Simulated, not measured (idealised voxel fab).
Proc. module: voxel wiring stack
Xsec cut, 185 nm wide, square cell size 5 nm.
Bands, listed from the top down, are how a cross-section gets written in this document; the cross-section itself is a grid of square cells, and a band is one or more rows of them. Band entry format. Leading values: height of top, height of bottom, nm. Remainder: materials in left-to-right order, each with its width in nm. Special words: "edge to edge" on a single material, which then fills the band edge to edge; "empty", empty space. Heights are reckoned from 0. Under this level, the received wafer is all of one material. The bottommost band is open-ended downward, for example "0..down". So if you see something like "30->40" for the width, read it as the top row of the band sitting at the first number and the bottom row at the second, with every row in between moving by the same amount as the last. Reading "left unchanged" for a step: not a cell of the cross-section changed in it. "Unvented cavities" contains a list of empty spaces, each no smaller than 8 cells and without an open way to the top, written in the form width x height at distance with the distance from the left edge and all three in nm. On each step's line, the part that comes after the settings is the simulator's own comment on the step. "overlay nm" answers the question of how far to the right of plan the mask lay on a step that has a mask, and when it is negative the answer is to the left.

This section lists the process steps that were planned:
1,op RECEIVE | material Si
2,op CONFORMAL_DEP | material SiO2 | thk nm 15
3,op CONFORMAL_DEP | material SiCN | thk nm 5
4,op DIRECTIONAL_DEP | material SiO2 | thk nm 20
5,op MASKED_ETCH | tone open | mask id METAL_1 | width nm 30 | pitch nm 60 | etch materials SiO2 | depth nm 20 | overlay nm 0
6,op MASKED_ETCH | tone open | mask id METAL_1 | width nm 30 | pitch nm 60 | etch materials SiCN | depth nm 5 | overlay nm 0
7,op CONFORMAL_DEP | material TiN | thk nm 5
8,op FILL_DEP | material Ru | thk nm 10
9,op CMP | height nm 40
10,op CONFORMAL_DEP | material SiCN | thk nm 5
11,op DIRECTIONAL_DEP | material SiO2 | thk nm 25
12,op PATTERN | tone open | mask id METAL_2 | material resist | width nm 30 | pitch nm 60 | thk nm 15 | overlay nm 0
13,op DIRECTIONAL_ETCH | etch materials SiO2 | depth nm 15
14,op STRIP | etch materials resist
15,op MASKED_ETCH | tone open | mask id METAL_2_HOLES | width nm 15 | pitch nm 60 | etch materials SiO2 | depth nm 10 | overlay nm 0
16,op MASKED_ETCH | tone open | mask id METAL_2_HOLES | width nm 15 | pitch nm 60 | etch materials SiCN | depth nm 5 | overlay nm 0
17,op CONFORMAL_DEP | material TiN | thk nm 5
18,op FILL_DEP | material Cu | thk nm 10
19,op CMP | height nm 70
20,op CONFORMAL_DEP | material SiCN | thk nm 5
21,op DIRECTIONAL_DEP | material SiO2 | thk nm 35
22,op MASKED_ETCH | tone open | mask id METAL_3_HOLES | width nm 15 | pitch nm 120 | etch materials SiO2 | depth nm 35 | overlay nm 0
23,op MASKED_ETCH | tone open | mask id METAL_3 | width nm 30 | pitch nm 60 | etch materials SiO2 | depth nm 20 | overlay nm 0
24,op MASKED_ETCH | tone open | mask id METAL_3 | width nm 30 | pitch nm 60 | etch materials SiCN | depth nm 5 | overlay nm 0
25,op CONFORMAL_DEP | material TiN | thk nm 5
26,op FILL_DEP | material Ru | thk nm 5
27,op CMP | height nm 110
28,op CONFORMAL_DEP | material SiCN | thk nm 5

Cross-section of the wafer at receipt, which is the condition after step 1:
- 0..down = Si edge to edge
- Unvented cavities: none

This is how the wafer looks in cross-section once the module is done, given the starting state and plan above and one mistake in carrying the plan out:
- 115..110 = SiCN edge to edge
- 110..95 = 15 SiO2  5 TiN  20 Ru  5 TiN  30 SiO2  5 TiN  20 Ru  5 TiN  30 SiO2  5 TiN  20 Ru  5 TiN  20 SiO2
- 95..90 = 15 SiO2  5 TiN  5 Ru  20 TiN  30 SiO2  30 TiN  30 SiO2  5 TiN  5 Ru  20 TiN  20 SiO2
- 90..75 = 15 SiO2  5 TiN  5 Ru  5 TiN  105 SiO2  5 TiN  5 Ru  5 TiN  35 SiO2
- 75..70 = 15 SiCN  15 TiN  105 SiCN  15 TiN  35 SiCN
- 70..65 = 20 TiN  20 Cu  40 TiN  20 Cu  40 TiN  20 Cu  25 TiN
- 65..55 = 15 SiO2  5 TiN  20 Cu  5 TiN  30 SiO2  5 TiN  20 Cu  5 TiN  30 SiO2  5 TiN  20 Cu  5 TiN  20 SiO2
- 55..45 = 15 SiO2  5 TiN  5 Cu  20->5 TiN  30->45 SiO2  5 TiN  5 Cu  20->5 TiN  30->45 SiO2  5 TiN  5 Cu  20->5 TiN  20->35 SiO2
- 45..40 = 15 SiCN  15 TiN  45 SiCN  15 TiN  45 SiCN  15 TiN  35 SiCN
- 40..20 = 15 SiO2  5 TiN  20 Ru  5 TiN  30 SiO2  5 TiN  20 Ru  5 TiN  30 SiO2  5 TiN  20 Ru  5 TiN  20 SiO2
- 20..15 = 15 SiCN  30 TiN  30 SiCN  30 TiN  30 SiCN  30 TiN  20 SiCN
- 15..0 = SiO2 edge to edge
- 0..down = Si edge to edge
- Unvented cavities: none
What went wrong in running the wafer? not per plan at step 11, really ran op DIRECTIONAL_DEP | material SiO2 | thk nm 20
